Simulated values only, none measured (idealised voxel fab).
Process module, titled voxel air gaps
cross-section cut | 205 nm wide | cells 5 nm
When this document writes out a cross-section, it uses a grid of square cells and lists it as bands, beginning at the top and moving down, with a band standing for one or more rows of cells.
The band entry comprises the height of the band's top followed by the height of its bottom, expressed in nm, and subsequently the band's materials from left to right, each stated together with its width in nm. Where a single material is marked with the word "full width", that material fills the band from edge to edge. The word "empty" represents empty space.
It should be noted that heights are counted from 0, beneath which the wafer as supplied is of one material throughout, and that the lowest band possesses no lower boundary but continues downward, as written in "0..down".
Width "30 to 40": first value at the band's top row of cells, second value at its bottom row, equal change from row to row.
"remained the same" (step): cross-section cells unchanged, all of them.
"Enclosed void catalog" means: voids of 8 cells or more that are shut off from the top with no open way through. Written width x height at distance, distance from the left edge, in nm.
Formally, on a step line, whatever follows the settings is a remark that the simulator itself makes on the step.
The setting "overlay nm" may be written on the line of a step. When the step uses a mask, the value reports how far to the right of the planned place the mask lay, and a negative value reports that it lay to the left.
For the reader: what remains of this document is a series of pairs, each showing a cross-section before one process step and a cross-section after that step which reaches down only to the lowest band that changed, with the step between them and its settings set out under the pair. It should not be assumed that a pair continues from the pair above it; the pairs can come from different runs of this module on the same starting wafer, and such continuity exists only where the entry headed "Pre-step" says so.
Pre-step:
0..down  Si full width
Enclosed void catalog: none
Step Outcome:
10..0  SiO2 full width
All layers under 0 are left as they were.
Enclosed void catalog: none
Step linking the sections shown: CONFORMAL_DEP, material SiO2, thk nm 10
Pre-step: the cross-section after the pair above
Step Outcome:
15..10  SiN full width
All layers under 10 are left as they were.
Enclosed void catalog: none
Step linking the sections shown: CONFORMAL_DEP, material SiN, thk nm 5
Pre-step: the cross-section after the pair above
Step Outcome:
50..15  SiO2 full width
All layers under 15 are left as they were.
Enclosed void catalog: none
Step linking the sections shown: DIRECTIONAL_DEP, material SiO2, thk nm 35
Pre-step: the cross-section after the pair above
Step Outcome:
70..50  resist (35) | empty (25) | resist (30) | empty (25) | resist (30) | empty (25) | resist (35)
All layers under 50 are left as they were.
Enclosed void catalog: none
Step linking the sections shown: PATTERN, tone open, mask id LINES, material resist, width nm 25, pitch nm 55, thk nm 20, overlay nm 0
Pre-step: the cross-section after the pair above
Step Outcome:
70..50  resist (35) | empty (25) | resist (30) | empty (25) | resist (30) | empty (25) | resist (35)
50..15  SiO2 (35) | empty (25) | SiO2 (30) | empty (25) | SiO2 (30) | empty (25) | SiO2 (35)
All layers under 15 are left as they were.
Enclosed void catalog: none
Step linking the sections shown: DIRECTIONAL_ETCH, etch materials SiO2, depth nm 35
Pre-step: the cross-section after the pair above
Step Outcome:
50..15  SiO2 (35) | empty (25) | SiO2 (30) | empty (25) | SiO2 (30) | empty (25) | SiO2 (35)
All layers under 15 are left as they were.
Enclosed void catalog: none
Step linking the sections shown: STRIP, etch materials resist
Pre-step: the cross-section after the pair above
Step Outcome:
55..50  TiN (40) | empty (15) | TiN (40) | empty (15) | TiN (40) | empty (15) | TiN (40)
50..20  SiO2 (35) | TiN (5) | empty (15) | TiN (5) | SiO2 (30) | TiN (5) | empty (15) | TiN (5) | SiO2 (30) | TiN (5) | empty (15) | TiN (5) | SiO2 (35)
20..15  SiO2 (35) | TiN (25) | SiO2 (30) | TiN (25) | SiO2 (30) | TiN (25) | SiO2 (35)
All layers under 15 are left as they were.
Enclosed void catalog: none
Step linking the sections shown: CONFORMAL_DEP, material TiN, thk nm 5
Pre-step: the cross-section after the pair above
Step Outcome:
60..55  Ru full width
55..50  TiN (40) | Ru (15) | TiN (40) | Ru (15) | TiN (40) | Ru (15) | TiN (40)
50..20  SiO2 (35) | TiN (5) | Ru (15) | TiN (5) | SiO2 (30) | TiN (5) | Ru (15) | TiN (5) | SiO2 (30) | TiN (5) | Ru (15) | TiN (5) | SiO2 (35)
All layers under 20 are left as they were.
Enclosed void catalog: none
Step linking the sections shown: FILL_DEP, material Ru, thk nm 5
Pre-step: the cross-section after the pair above
Step Outcome:
50..20  SiO2 (35) | TiN (5) | Ru (15) | TiN (5) | SiO2 (30) | TiN (5) | Ru (15) | TiN (5) | SiO2 (30) | TiN (5) | Ru (15) | TiN (5) | SiO2 (35)
All layers under 20 are left as they were.
Enclosed void catalog: none
Step linking the sections shown: CMP, height nm 50
Pre-step: the cross-section after the pair above
Step Outcome:
60..50  empty (25) | Ru (45) | empty (10) | Ru (45) | empty (10) | Ru (45) | empty (25)
All layers under 50 are left as they were.
Enclosed void catalog: none
Step linking the sections shown: EPI, material Ru, thk nm 10
Pre-step: the cross-section after the pair above
Step Outcome:
60..50  empty (25) | Ru (45) | empty (10) | Ru (45) | empty (10) | Ru (45) | empty (25)
50..20  empty (35) | TiN (5) | Ru (15) | TiN (5) | empty (30) | TiN (5) | Ru (15) | TiN (5) | empty (30) | TiN (5) | Ru (15) | TiN (5) | empty (35)
20..15  empty (35) | TiN (25) | empty (30) | TiN (25) | empty (30) | TiN (25) | empty (35)
All layers under 15 are left as they were.
Enclosed void catalog: none
Step linking the sections shown: SELECTIVE_ETCH, etch materials SiO2, depth nm 45
Pre-step: the cross-section after the pair above
Step Outcome:
65..60  empty (20) | SiCN (165) | empty (20)
60..50  empty (20) | SiCN (5) | Ru (45) | SiCN (10) | Ru (45) | SiCN (10) | Ru (45) | SiCN (5) | empty (20)
50..45  empty (20) | SiCN (15) | TiN (5) | Ru (15) | TiN (5) | SiCN (30) | TiN (5) | Ru (15) | TiN (5) | SiCN (30) | TiN (5) | Ru (15) | TiN (5) | SiCN (15) | empty (20)
45..20  empty (30) | SiCN (5) | TiN (5) | Ru (15) | TiN (5) | SiCN (5) | empty (20) | SiCN (5) | TiN (5) | Ru (15) | TiN (5) | SiCN (5) | empty (20) | SiCN (5) | TiN (5) | Ru (15) | TiN (5) | SiCN (5) | empty (30)
20..15  SiCN (35) | TiN (25) | SiCN (30) | TiN (25) | SiCN (30) | TiN (25) | SiCN (35)
All layers under 15 are left as they were.
Enclosed void catalog: 20 x 25 at 65; 20 x 25 at 120
Step linking the sections shown: CONFORMAL_DEP, material SiCN, thk nm 5
Pre-step:
10..0  SiO2 full width
0..down  Si full width
Enclosed void catalog: none
Step Outcome:
45..0  SiO2 full width
All layers under 0 are left as they were.
Enclosed void catalog: none
Step linking the sections shown: DIRECTIONAL_DEP, material SiO2, thk nm 35
Pre-step: the cross-section after the pair above
Step Outcome:
65..45  resist (35) | empty (25) | resist (30) | empty (25) | resist (30) | empty (25) | resist (35)
All layers under 45 are left as they were.
Enclosed void catalog: none
Step linking the sections shown: PATTERN, tone open, mask id LINES, material resist, width nm 25, pitch nm 55, thk nm 20, overlay nm 0
Pre-step: the cross-section after the pair above
Step Outcome:
65..45  resist (35) | empty (25) | resist (30) | empty (25) | resist (30) | empty (25) | resist (35)
45..10  SiO2 (35) | empty (25) | SiO2 (30) | empty (25) | SiO2 (30) | empty (25) | SiO2 (35)
All layers under 10 are left as they were.
Enclosed void catalog: none
Step linking the sections shown: DIRECTIONAL_ETCH, etch materials SiO2, depth nm 35
Pre-step: the cross-section after the pair above
Step Outcome:
45..10  SiO2 (35) | empty (25) | SiO2 (30) | empty (25) | SiO2 (30) | empty (25) | SiO2 (35)
All layers under 10 are left as they were.
Enclosed void catalog: none
Step linking the sections shown: STRIP, etch materials resist
Pre-step: the cross-section after the pair above
Step Outcome:
50..45  TiN (40) | empty (15) | TiN (40) | empty (15) | TiN (40) | empty (15) | TiN (40)
45..15  SiO2 (35) | TiN (5) | empty (15) | TiN (5) | SiO2 (30) | TiN (5) | empty (15) | TiN (5) | SiO2 (30) | TiN (5) | empty (15) | TiN (5) | SiO2 (35)
15..10  SiO2 (35) | TiN (25) | SiO2 (30) | TiN (25) | SiO2 (30) | TiN (25) | SiO2 (35)
All layers under 10 are left as they were.
Enclosed void catalog: none
Step linking the sections shown: CONFORMAL_DEP, material TiN, thk nm 5
Pre-step: the cross-section after the pair above
Step Outcome:
55..50  Ru full width
50..45  TiN (40) | Ru (15) | TiN (40) | Ru (15) | TiN (40) | Ru (15) | TiN (40)
45..15  SiO2 (35) | TiN (5) | Ru (15) | TiN (5) | SiO2 (30) | TiN (5) | Ru (15) | TiN (5) | SiO2 (30) | TiN (5) | Ru (15) | TiN (5) | SiO2 (35)
All layers under 15 are left as they were.
Enclosed void catalog: none
Step linking the sections shown: FILL_DEP, material Ru, thk nm 5
Pre-step: the cross-section after the pair above
Step Outcome:
50..45  TiN (40) | Ru (15) | TiN (40) | Ru (15) | TiN (40) | Ru (15) | TiN (40)
All layers under 45 are left as they were.
Enclosed void catalog: none
Step linking the sections shown: CMP, height nm 50
Pre-step: the cross-section after the pair above
Step Outcome:
60..50  Ru full width
All layers under 50 are left as they were.
Enclosed void catalog: none
Step linking the sections shown: EPI, material Ru, thk nm 10
Pre-step: the cross-section after the pair above
Step Outcome:
65..60  SiCN full width
All layers under 60 are left as they were.
Enclosed void catalog: none
Step linking the sections shown: CONFORMAL_DEP, material SiCN, thk nm 5
Pre-step:
60..50  empty (25) | Ru (45) | empty (10) | Ru (45) | empty (10) | Ru (45) | empty (25)
50..20  SiO2 (35) | TiN (5) | Ru (15) | TiN (5) | SiO2 (30) | TiN (5) | Ru (15) | TiN (5) | SiO2 (30) | TiN (5) | Ru (15) | TiN (5) | SiO2 (35)
20..15  SiO2 (35) | TiN (25) | SiO2 (30) | TiN (25) | SiO2 (30) | TiN (25) | SiO2 (35)
15..10  SiN full width
10..0  SiO2 full width
0..down  Si full width
Enclosed void catalog: none
Step Outcome:
70..50  empty (15) | Ru (175) | empty (15)
All layers under 50 are left as they were.
Enclosed void catalog: none
Step linking the sections shown: EPI, material Ru, thk nm 10
Pre-step: the cross-section after the pair above
Step Outcome:
70..50  empty (15) | Ru (175) | empty (15)
50..20  empty (35) | TiN (5) | Ru (15) | TiN (5) | SiO2 (30) | TiN (5) | Ru (15) | TiN (5) | SiO2 (30) | TiN (5) | Ru (15) | TiN (5) | empty (35)
20..15  empty (35) | TiN (25) | SiO2 (30) | TiN (25) | SiO2 (30) | TiN (25) | empty (35)
All layers under 15 are left as they were.
Enclosed void catalog: none
Step linking the sections shown: SELECTIVE_ETCH, etch materials SiO2, depth nm 45
Pre-step: the cross-section after the pair above
Step Outcome:
75..70  empty (10) | SiCN (185) | empty (10)
70..50  empty (10) | SiCN (5) | Ru (175) | SiCN (5) | empty (10)
50..45  empty (10) | SiCN (25) | TiN (5) | Ru (15) | TiN (5) | SiO2 (30) | TiN (5) | Ru (15) | TiN (5) | SiO2 (30) | TiN (5) | Ru (15) | TiN (5) | SiCN (25) | empty (10)
45..20  empty (30) | SiCN (5) | TiN (5) | Ru (15) | TiN (5) | SiO2 (30) | TiN (5) | Ru (15) | TiN (5) | SiO2 (30) | TiN (5) | Ru (15) | TiN (5) | SiCN (5) | empty (30)
20..15  SiCN (35) | TiN (25) | SiO2 (30) | TiN (25) | SiO2 (30) | TiN (25) | SiCN (35)
All layers under 15 are left as they were.
Enclosed void catalog: none
Step linking the sections shown: CONFORMAL_DEP, material SiCN, thk nm 5
Pre-step:
50..20  SiO2 (35) | TiN (5) | Ru (15) | TiN (5) | SiO2 (30) | TiN (5) | Ru (15) | TiN (5) | SiO2 (30) | TiN (5) | Ru (15) | TiN (5) | SiO2 (35)
20..15  SiO2 (35) | TiN (25) | SiO2 (30) | TiN (25) | SiO2 (30) | TiN (25) | SiO2 (35)
15..10  SiN full width
10..0  SiO2 full width
0..down  Si full width
Enclosed void catalog: none
Step Outcome:
50..20  empty (35) | TiN (5) | Ru (15) | TiN (5) | empty (30) | TiN (5) | Ru (15) | TiN (5) | empty (30) | TiN (5) | Ru (15) | TiN (5) | empty (35)
20..15  empty (35) | TiN (25) | empty (30) | TiN (25) | empty (30) | TiN (25) | empty (35)
All layers under 15 are left as they were.
Enclosed void catalog: none
Step linking the sections shown: SELECTIVE_ETCH, etch materials SiO2, depth nm 45
Pre-step: the cross-section after the pair above
Step Outcome:
60..50  empty (25) | Ru (45) | empty (10) | Ru (45) | empty (10) | Ru (45) | empty (25)
50..20  empty (25) | Ru (10) | TiN (5) | Ru (15) | TiN (5) | Ru (10) | empty (10) | Ru (10) | TiN (5) | Ru (15) | TiN (5) | Ru (10) | empty (10) | Ru (10) | TiN (5) | Ru (15) | TiN (5) | Ru (10) | empty (25)
20..15  empty (25) | Ru (10) | TiN (25) | Ru (10) | empty (10) | Ru (10) | TiN (25) | Ru (10) | empty (10) | Ru (10) | TiN (25) | Ru (10) | empty (25)
All layers under 15 are left as they were.
Enclosed void catalog: none
Step linking the sections shown: EPI, material Ru, thk nm 10
Pre-step: the cross-section after the pair above
Step Outcome:
65..60  empty (20) | SiCN (165) | empty (20)
60..50  empty (20) | SiCN (5) | Ru (45) | SiCN (10) | Ru (45) | SiCN (10) | Ru (45) | SiCN (5) | empty (20)
50..20  empty (20) | SiCN (5) | Ru (10) | TiN (5) | Ru (15) | TiN (5) | Ru (10) | SiCN (10) | Ru (10) | TiN (5) | Ru (15) | TiN (5) | Ru (10) | SiCN (10) | Ru (10) | TiN (5) | Ru (15) | TiN (5) | Ru (10) | SiCN (5) | empty (20)
20..15  SiCN (25) | Ru (10) | TiN (25) | Ru (10) | SiCN (10) | Ru (10) | TiN (25) | Ru (10) | SiCN (10) | Ru (10) | TiN (25) | Ru (10) | SiCN (25)
All layers under 15 are left as they were.
Enclosed void catalog: none
Step linking the sections shown: CONFORMAL_DEP, material SiCN, thk nm 5
Pre-step:
0..down  Si full width
Enclosed void catalog: none
Step Outcome:
5..0  SiO2 full width
All layers under 0 are left as they were.
Enclosed void catalog: none
Step linking the sections shown: CONFORMAL_DEP, material SiO2, thk nm 5
Pre-step: the cross-section after the pair above
Step Outcome:
10..5  SiN full width
All layers under 5 are left as they were.
Enclosed void catalog: none
Step linking the sections shown: CONFORMAL_DEP, material SiN, thk nm 5
Pre-step: the cross-section after the pair above
Step Outcome:
45..10  SiO2 full width
All layers under 10 are left as they were.
Enclosed void catalog: none
Step linking the sections shown: DIRECTIONAL_DEP, material SiO2, thk nm 35
Pre-step: the cross-section after the pair above
Step Outcome:
65..45  resist (35) | empty (25) | resist (30) | empty (25) | resist (30) | empty (25) | resist (35)
All layers under 45 are left as they were.
Enclosed void catalog: none
Step linking the sections shown: PATTERN, tone open, mask id LINES, material resist, width nm 25, pitch nm 55, thk nm 20, overlay nm 0
Pre-step: the cross-section after the pair above
Step Outcome:
65..45  resist (35) | empty (25) | resist (30) | empty (25) | resist (30) | empty (25) | resist (35)
45..10  SiO2 (35) | empty (25) | SiO2 (30) | empty (25) | SiO2 (30) | empty (25) | SiO2 (35)
All layers under 10 are left as they were.
Enclosed void catalog: none
Step linking the sections shown: DIRECTIONAL_ETCH, etch materials SiO2, depth nm 35
Pre-step: the cross-section after the pair above
Step Outcome:
45..10  SiO2 (35) | empty (25) | SiO2 (30) | empty (25) | SiO2 (30) | empty (25) | SiO2 (35)
All layers under 10 are left as they were.
Enclosed void catalog: none
Step linking the sections shown: STRIP, etch materials resist
Pre-step: the cross-section after the pair above
Step Outcome:
50..45  TiN (40) | empty (15) | TiN (40) | empty (15) | TiN (40) | empty (15) | TiN (40)
45..15  SiO2 (35) | TiN (5) | empty (15) | TiN (5) | SiO2 (30) | TiN (5) | empty (15) | TiN (5) | SiO2 (30) | TiN (5) | empty (15) | TiN (5) | SiO2 (35)
15..10  SiO2 (35) | TiN (25) | SiO2 (30) | TiN (25) | SiO2 (30) | TiN (25) | SiO2 (35)
All layers under 10 are left as they were.
Enclosed void catalog: none
Step linking the sections shown: CONFORMAL_DEP, material TiN, thk nm 5
Pre-step: the cross-section after the pair above
Step Outcome:
55..50  Ru full width
50..45  TiN (40) | Ru (15) | TiN (40) | Ru (15) | TiN (40) | Ru (15) | TiN (40)
45..15  SiO2 (35) | TiN (5) | Ru (15) | TiN (5) | SiO2 (30) | TiN (5) | Ru (15) | TiN (5) | SiO2 (30) | TiN (5) | Ru (15) | TiN (5) | SiO2 (35)
All layers under 15 are left as they were.
Enclosed void catalog: none
Step linking the sections shown: FILL_DEP, material Ru, thk nm 5
Pre-step: the cross-section after the pair above
Step Outcome:
50..45  TiN (40) | Ru (15) | TiN (40) | Ru (15) | TiN (40) | Ru (15) | TiN (40)
All layers under 45 are left as they were.
Enclosed void catalog: none
Step linking the sections shown: CMP, height nm 50
Pre-step: the cross-section after the pair above
Step Outcome:
60..50  Ru full width
All layers under 50 are left as they were.
Enclosed void catalog: none
Step linking the sections shown: EPI, material Ru, thk nm 10
Pre-step: the cross-section after the pair above
Step Outcome:
65..60  SiCN full width
All layers under 60 are left as they were.
Enclosed void catalog: none
Step linking the sections shown: CONFORMAL_DEP, material SiCN, thk nm 5
Pre-step:
50..15  SiO2 full width
15..10  SiN full width
10..0  SiO2 full width
0..down  Si full width
Enclosed void catalog: none
Step Outcome:
70..50  resist (35) | empty (30) | resist (25) | empty (30) | resist (25) | empty (30) | resist (30)
All layers under 50 are left as they were.
Enclosed void catalog: none
Step linking the sections shown: PATTERN, tone open, mask id LINES, material resist, width nm 30, pitch nm 55, thk nm 20, overlay nm 0
Pre-step: the cross-section after the pair above
Step Outcome:
70..50  resist (35) | empty (30) | resist (25) | empty (30) | resist (25) | empty (30) | resist (30)
50..15  SiO2 (35) | empty (30) | SiO2 (25) | empty (30) | SiO2 (25) | empty (30) | SiO2 (30)
All layers under 15 are left as they were.
Enclosed void catalog: none
Step linking the sections shown: DIRECTIONAL_ETCH, etch materials SiO2, depth nm 35
Pre-step: the cross-section after the pair above
Step Outcome:
50..15  SiO2 (35) | empty (30) | SiO2 (25) | empty (30) | SiO2 (25) | empty (30) | SiO2 (30)
All layers under 15 are left as they were.
Enclosed void catalog: none
Step linking the sections shown: STRIP, etch materials resist
Pre-step: the cross-section after the pair above
Step Outcome:
55..50  TiN (40) | empty (20) | TiN (35) | empty (20) | TiN (35) | empty (20) | TiN (35)
50..20  SiO2 (35) | TiN (5) | empty (20) | TiN (5) | SiO2 (25) | TiN (5) | empty (20) | TiN (5) | SiO2 (25) | TiN (5) | empty (20) | TiN (5) | SiO2 (30)
20..15  SiO2 (35) | TiN (30) | SiO2 (25) | TiN (30) | SiO2 (25) | TiN (30) | SiO2 (30)
All layers under 15 are left as they were.
Enclosed void catalog: none
Step linking the sections shown: CONFORMAL_DEP, material TiN, thk nm 5
Pre-step: the cross-section after the pair above
Step Outcome:
60..55  Ru full width
55..50  TiN (40) | Ru (20) | TiN (35) | Ru (20) | TiN (35) | Ru (20) | TiN (35)
50..20  SiO2 (35) | TiN (5) | Ru (20) | TiN (5) | SiO2 (25) | TiN (5) | Ru (20) | TiN (5) | SiO2 (25) | TiN (5) | Ru (20) | TiN (5) | SiO2 (30)
All layers under 20 are left as they were.
Enclosed void catalog: none
Step linking the sections shown: FILL_DEP, material Ru, thk nm 5
Pre-step: the cross-section after the pair above
Step Outcome:
50..20  SiO2 (35) | TiN (5) | Ru (20) | TiN (5) | SiO2 (25) | TiN (5) | Ru (20) | TiN (5) | SiO2 (25) | TiN (5) | Ru (20) | TiN (5) | SiO2 (30)
All layers under 20 are left as they were.
Enclosed void catalog: none
Step linking the sections shown: CMP, height nm 50
Pre-step: the cross-section after the pair above
Step Outcome:
60..50  empty (25) | Ru (50) | empty (5) | Ru (50) | empty (5) | Ru (50) | empty (20)
All layers under 50 are left as they were.
Enclosed void catalog: none
Step linking the sections shown: EPI, material Ru, thk nm 10
Pre-step: the cross-section after the pair above
Step Outcome:
60..50  empty (25) | Ru (50) | empty (5) | Ru (50) | empty (5) | Ru (50) | empty (20)
50..20  empty (35) | TiN (5) | Ru (20) | TiN (5) | empty (25) | TiN (5) | Ru (20) | TiN (5) | empty (25) | TiN (5) | Ru (20) | TiN (5) | empty (30)
20..15  empty (35) | TiN (30) | empty (25) | TiN (30) | empty (25) | TiN (30) | empty (30)
All layers under 15 are left as they were.
Enclosed void catalog: none
Step linking the sections shown: SELECTIVE_ETCH, etch materials SiO2, depth nm 45
Pre-step: the cross-section after the pair above
Step Outcome:
65..60  empty (20) | SiCN (170) | empty (15)
60..50  empty (20) | SiCN (5) | Ru (50) | SiCN (5) | Ru (50) | SiCN (5) | Ru (50) | SiCN (5) | empty (15)
50..45  empty (20) | SiCN (15) | TiN (5) | Ru (20) | TiN (5) | SiCN (25) | TiN (5) | Ru (20) | TiN (5) | SiCN (25) | TiN (5) | Ru (20) | TiN (5) | SiCN (15) | empty (15)
45..20  empty (30) | SiCN (5) | TiN (5) | Ru (20) | TiN (5) | SiCN (5) | empty (15) | SiCN (5) | TiN (5) | Ru (20) | TiN (5) | SiCN (5) | empty (15) | SiCN (5) | TiN (5) | Ru (20) | TiN (5) | SiCN (5) | empty (25)
20..15  SiCN (35) | TiN (30) | SiCN (25) | TiN (30) | SiCN (25) | TiN (30) | SiCN (30)
All layers under 15 are left as they were.
Enclosed void catalog: 15 x 25 at 70; 15 x 25 at 125
Step linking the sections shown: CONFORMAL_DEP, material SiCN, thk nm 5
Pre-step:
50..15  SiO2 full width
15..10  SiN full width
10..0  SiO2 full width
0..down  Si full width
Enclosed void catalog: none
Step Outcome:
70..50  resist (45) | empty (25) | resist (30) | empty (25) | resist (30) | empty (25) | resist (25)
All layers under 50 are left as they were.
Enclosed void catalog: none
Step linking the sections shown: PATTERN, tone open, mask id LINES, material resist, width nm 25, pitch nm 55, thk nm 20, overlay nm 10
Pre-step: the cross-section after the pair above
Step Outcome:
70..50  resist (45) | empty (25) | resist (30) | empty (25) | resist (30) | empty (25) | resist (25)
50..15  SiO2 (45) | empty (25) | SiO2 (30) | empty (25) | SiO2 (30) | empty (25) | SiO2 (25)
All layers under 15 are left as they were.
Enclosed void catalog: none
Step linking the sections shown: DIRECTIONAL_ETCH, etch materials SiO2, depth nm 35
Pre-step: the cross-section after the pair above
Step Outcome:
50..15  SiO2 (45) | empty (25) | SiO2 (30) | empty (25) | SiO2 (30) | empty (25) | SiO2 (25)
All layers under 15 are left as they were.
Enclosed void catalog: none
Step linking the sections shown: STRIP, etch materials resist
Pre-step: the cross-section after the pair above
Step Outcome:
55..50  TiN (50) | empty (15) | TiN (40) | empty (15) | TiN (40) | empty (15) | TiN (30)
50..20  SiO2 (45) | TiN (5) | empty (15) | TiN (5) | SiO2 (30) | TiN (5) | empty (15) | TiN (5) | SiO2 (30) | TiN (5) | empty (15) | TiN (5) | SiO2 (25)
20..15  SiO2 (45) | TiN (25) | SiO2 (30) | TiN (25) | SiO2 (30) | TiN (25) | SiO2 (25)
All layers under 15 are left as they were.
Enclosed void catalog: none
Step linking the sections shown: CONFORMAL_DEP, material TiN, thk nm 5
Pre-step: the cross-section after the pair above
Step Outcome:
60..55  Ru full width
55..50  TiN (50) | Ru (15) | TiN (40) | Ru (15) | TiN (40) | Ru (15) | TiN (30)
50..20  SiO2 (45) | TiN (5) | Ru (15) | TiN (5) | SiO2 (30) | TiN (5) | Ru (15) | TiN (5) | SiO2 (30) | TiN (5) | Ru (15) | TiN (5) | SiO2 (25)
All layers under 20 are left as they were.
Enclosed void catalog: none
Step linking the sections shown: FILL_DEP, material Ru, thk nm 5
Pre-step: the cross-section after the pair above
Step Outcome:
50..20  SiO2 (45) | TiN (5) | Ru (15) | TiN (5) | SiO2 (30) | TiN (5) | Ru (15) | TiN (5) | SiO2 (30) | TiN (5) | Ru (15) | TiN (5) | SiO2 (25)
All layers under 20 are left as they were.
Enclosed void catalog: none
Step linking the sections shown: CMP, height nm 50
Pre-step: the cross-section after the pair above
Step Outcome:
60..50  empty (35) | Ru (45) | empty (10) | Ru (45) | empty (10) | Ru (45) | empty (15)
All layers under 50 are left as they were.
Enclosed void catalog: none
Step linking the sections shown: EPI, material Ru, thk nm 10
Pre-step: the cross-section after the pair above
Step Outcome:
60..50  empty (35) | Ru (45) | empty (10) | Ru (45) | empty (10) | Ru (45) | empty (15)
50..20  empty (45) | TiN (5) | Ru (15) | TiN (5) | empty (30) | TiN (5) | Ru (15) | TiN (5) | empty (30) | TiN (5) | Ru (15) | TiN (5) | empty (25)
20..15  empty (45) | TiN (25) | empty (30) | TiN (25) | empty (30) | TiN (25) | empty (25)
All layers under 15 are left as they were.
Enclosed void catalog: none
Step linking the sections shown: SELECTIVE_ETCH, etch materials SiO2, depth nm 45
Pre-step: the cross-section after the pair above
Step Outcome:
65..60  empty (30) | SiCN (165) | empty (10)
60..50  empty (30) | SiCN (5) | Ru (45) | SiCN (10) | Ru (45) | SiCN (10) | Ru (45) | SiCN (5) | empty (10)
50..45  empty (30) | SiCN (15) | TiN (5) | Ru (15) | TiN (5) | SiCN (30) | TiN (5) | Ru (15) | TiN (5) | SiCN (30) | TiN (5) | Ru (15) | TiN (5) | SiCN (15) | empty (10)
45..20  empty (40) | SiCN (5) | TiN (5) | Ru (15) | TiN (5) | SiCN (5) | empty (20) | SiCN (5) | TiN (5) | Ru (15) | TiN (5) | SiCN (5) | empty (20) | SiCN (5) | TiN (5) | Ru (15) | TiN (5) | SiCN (5) | empty (20)
20..15  SiCN (45) | TiN (25) | SiCN (30) | TiN (25) | SiCN (30) | TiN (25) | SiCN (25)
All layers under 15 are left as they were.
Enclosed void catalog: 20 x 25 at 75; 20 x 25 at 130
Step linking the sections shown: CONFORMAL_DEP, material SiCN, thk nm 5
Pre-step:
15..10  SiN full width
10..0  SiO2 full width
0..down  Si full width
Enclosed void catalog: none
Step Outcome:
50..15  SiCN full width
All layers under 15 are left as they were.
Enclosed void catalog: none
Step linking the sections shown: DIRECTIONAL_DEP, material SiCN, thk nm 35
Pre-step: the cross-section after the pair above
Step Outcome:
70..50  resist (35) | empty (25) | resist (30) | empty (25) | resist (30) | empty (25) | resist (35)
All layers under 50 are left as they were.
Enclosed void catalog: none
Step linking the sections shown: PATTERN, tone open, mask id LINES, material resist, width nm 25, pitch nm 55, thk nm 20, overlay nm 0
Pre-step: the cross-section after the pair above
Step Outcome:
50..15  SiCN full width
All layers under 15 are left as they were.
Enclosed void catalog: none
Step linking the sections shown: STRIP, etch materials resist
Pre-step: the cross-section after the pair above
Step Outcome:
55..50  TiN full width
All layers under 50 are left as they were.
Enclosed void catalog: none
Step linking the sections shown: CONFORMAL_DEP, material TiN, thk nm 5
Pre-step: the cross-section after the pair above
Step Outcome:
60..55  Ru full width
All layers under 55 are left as they were.
Enclosed void catalog: none
Step linking the sections shown: FILL_DEP, material Ru, thk nm 5
Pre-step: the cross-section after the pair above
Step Outcome:
50..15  SiCN full width
All layers under 15 are left as they were.
Enclosed void catalog: none
Step linking the sections shown: CMP, height nm 50
Pre-step: the cross-section after the pair above
Step Outcome:
55..15  SiCN full width
All layers under 15 are left as they were.
Enclosed void catalog: none
Step linking the sections shown: CONFORMAL_DEP, material SiCN, thk nm 5
Pre-step:
50..15  SiO2 full width
15..10  SiN full width
10..0  SiO2 full width
0..down  Si full width
Enclosed void catalog: none
Step Outcome:
70..50  empty (35) | resist (25) | empty (30) | resist (25) | empty (30) | resist (25) | empty (35)
All layers under 50 are left as they were.
Enclosed void catalog: none
Step linking the sections shown: PATTERN, tone cover, mask id LINES, material resist, width nm 25, pitch nm 55, thk nm 20, overlay nm 0
Pre-step: the cross-section after the pair above
Step Outcome:
70..50  empty (35) | resist (25) | empty (30) | resist (25) | empty (30) | resist (25) | empty (35)
50..15  empty (35) | SiO2 (25) | empty (30) | SiO2 (25) | empty (30) | SiO2 (25) | empty (35)
All layers under 15 are left as they were.
Enclosed void catalog: none
Step linking the sections shown: DIRECTIONAL_ETCH, etch materials SiO2, depth nm 35
Pre-step: the cross-section after the pair above
Step Outcome:
50..15  empty (35) | SiO2 (25) | empty (30) | SiO2 (25) | empty (30) | SiO2 (25) | empty (35)
All layers under 15 are left as they were.
Enclosed void catalog: none
Step linking the sections shown: STRIP, etch materials resist
Pre-step: the cross-section after the pair above
Step Outcome:
55..50  empty (30) | TiN (35) | empty (20) | TiN (35) | empty (20) | TiN (35) | empty (30)
50..20  empty (30) | TiN (5) | SiO2 (25) | TiN (5) | empty (20) | TiN (5) | SiO2 (25) | TiN (5) | empty (20) | TiN (5) | SiO2 (25) | TiN (5) | empty (30)
20..15  TiN (35) | SiO2 (25) | TiN (30) | SiO2 (25) | TiN (30) | SiO2 (25) | TiN (35)
All layers under 15 are left as they were.
Enclosed void catalog: none
Step linking the sections shown: CONFORMAL_DEP, material TiN, thk nm 5
Pre-step: the cross-section after the pair above
Step Outcome:
60..55  Ru full width
55..50  Ru (30) | TiN (35) | Ru (20) | TiN (35) | Ru (20) | TiN (35) | Ru (30)
50..20  Ru (30) | TiN (5) | SiO2 (25) | TiN (5) | Ru (20) | TiN (5) | SiO2 (25) | TiN (5) | Ru (20) | TiN (5) | SiO2 (25) | TiN (5) | Ru (30)
All layers under 20 are left as they were.
Enclosed void catalog: none
Step linking the sections shown: FILL_DEP, material Ru, thk nm 5
Pre-step: the cross-section after the pair above
Step Outcome:
50..20  Ru (30) | TiN (5) | SiO2 (25) | TiN (5) | Ru (20) | TiN (5) | SiO2 (25) | TiN (5) | Ru (20) | TiN (5) | SiO2 (25) | TiN (5) | Ru (30)
All layers under 20 are left as they were.
Enclosed void catalog: none
Step linking the sections shown: CMP, height nm 50
Pre-step: the cross-section after the pair above
Step Outcome:
60..50  Ru (45) | empty (5) | Ru (50) | empty (5) | Ru (50) | empty (5) | Ru (45)
All layers under 50 are left as they were.
Enclosed void catalog: none
Step linking the sections shown: EPI, material Ru, thk nm 10
Pre-step: the cross-section after the pair above
Step Outcome:
60..50  Ru (45) | empty (5) | Ru (50) | empty (5) | Ru (50) | empty (5) | Ru (45)
50..20  Ru (30) | TiN (5) | empty (25) | TiN (5) | Ru (20) | TiN (5) | empty (25) | TiN (5) | Ru (20) | TiN (5) | empty (25) | TiN (5) | Ru (30)
20..15  TiN (35) | empty (25) | TiN (30) | empty (25) | TiN (30) | empty (25) | TiN (35)
All layers under 15 are left as they were.
Enclosed void catalog: none
Step linking the sections shown: SELECTIVE_ETCH, etch materials SiO2, depth nm 45
